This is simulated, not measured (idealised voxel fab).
Process module in this document: voxel ribs on slabs
Cross-sectional view cut (width: 285 nm; square cell size: 5 nm).
We lay out every cross-section as a grid of square cells and spell it out in bands from the top down, where one band means one or more rows of cells.
Heights first: top, then bottom, in nm. Then materials, left to right, each with a width in nm. "all across" on a single material: fills the band edge to edge. "air": empty space.
Below 0: as-received wafer, all one material; heights counted from there. Lowest band: no bottom, goes on down, written "0..down".
The two numbers in a width such as "30->40" mark its ends across the band: the first belongs to the top row of cells, the second to the bottom row, and from each row to the next the width moves by the same amount.
Basically "no change" means that step didn't change any cell in the cross-section.
Each empty space that has no open way to the top and spans at least 8 cells appears under "Cavities, closed" as width x height at distance, the distance counted from the left edge, all in nm.
Note: text after step settings on the step line = simulator remark on that step.
overlay nm: how far to the right of its planned place the mask lay on this masked step (negative: to the left).
HERE'S WHAT THE PLANNED PROCESS STEPS LOOK LIKE
1,RECEIVE: material Si
2,DIRECTIONAL_DEP: material SiO2, thk nm 20
3,DIRECTIONAL_DEP: material polySi, thk nm 15
4,PATTERN: tone cover, mask id RIB, material resist, width nm 20, thk nm 15, overlay nm 0
5,DIRECTIONAL_ETCH: etch materials polySi, depth nm 5
6,STRIP: etch materials resist
7,MASKED_ETCH: tone cover, mask id SLAB, width nm 60, etch materials polySi, depth nm 10, overlay nm 0
8,FILL_DEP: material SiO2, thk nm 20
9,CMP: height nm 50
10,DIRECTIONAL_DEP: material TiN, thk nm 5
11,PATTERN: tone cover, mask id HEATER, material resist, width nm 20, thk nm 20, overlay nm 0
12,DIRECTIONAL_ETCH: etch materials TiN, depth nm 5
13,STRIP: etch materials resist
14,CONFORMAL_DEP: material SiN, thk nm 10
Be aware that, although all wafers share a common starting state, the width nm at step 11 differs among them, and the plan displays the first wafer's value.
FIRST OF SEVERAL WAFERS (AS RECEIVED, POST STEP 1), CROSS-SECTIONAL VIEW
  0..down | Si all across
  Cavities, closed: none
CROSS-SECTION OF THE FIRST OF SEVERAL WAFERS, TAKEN AFTER STEP 14, WHERE THE MODULE ENDS
  65..60 | air 120 nm / SiN 40 nm / air 125 nm
  60..55 | SiN all across
  55..50 | SiN 130 nm / TiN 20 nm / SiN 135 nm
  50..35 | SiO2 all across
  35..30 | SiO2 130 nm / polySi 20 nm / SiO2 135 nm
  30..20 | SiO2 110 nm / polySi 60 nm / SiO2 115 nm
  20..0 | SiO2 all across
  0..down | Si all across
  Cavities, closed: none
HERE'S THE LAST WAFER CROSS-SECTIONED AT THE END OF THE MODULE
  65..60 | air 110 nm / SiN 65 nm / air 110 nm
  60..55 | SiN all across
  55..50 | SiN 120 nm / TiN 45 nm / SiN 120 nm
  50..35 | SiO2 all across
  35..30 | SiO2 130 nm / polySi 20 nm / SiO2 135 nm
  30..20 | SiO2 110 nm / polySi 60 nm / SiO2 115 nm
  20..0 | SiO2 all across
  0..down | Si all across
  Cavities, closed: none
BELOW IS A PER-WAFER TABLE. IN IT, EACH ROW DESCRIBES THE WAFER AT THE END OF THE MODULE BY GIVING, FOR EACH MATERIAL, THE NUMBER OF CELLS GAINED (+) OR LOST (-) SINCE THE WAFER WAS RECEIVED, AND AFTER THAT THE CLOSED VOIDS OF THE WAFER
width nm 20, +118 SiN, +542 SiO2, +4 TiN, +28 polySi, Cavities, closed: none
width nm 25, +118 SiN, +542 SiO2, +5 TiN, +28 polySi, Cavities, closed: none
width nm 30, +118 SiN, +542 SiO2, +6 TiN, +28 polySi, Cavities, closed: none
width nm 35, +118 SiN, +542 SiO2, +7 TiN, +28 polySi, Cavities, closed: none
width nm 40, +118 SiN, +542 SiO2, +8 TiN, +28 polySi, Cavities, closed: none
width nm 45, +118 SiN, +542 SiO2, +9 TiN, +28 polySi, Cavities, closed: none
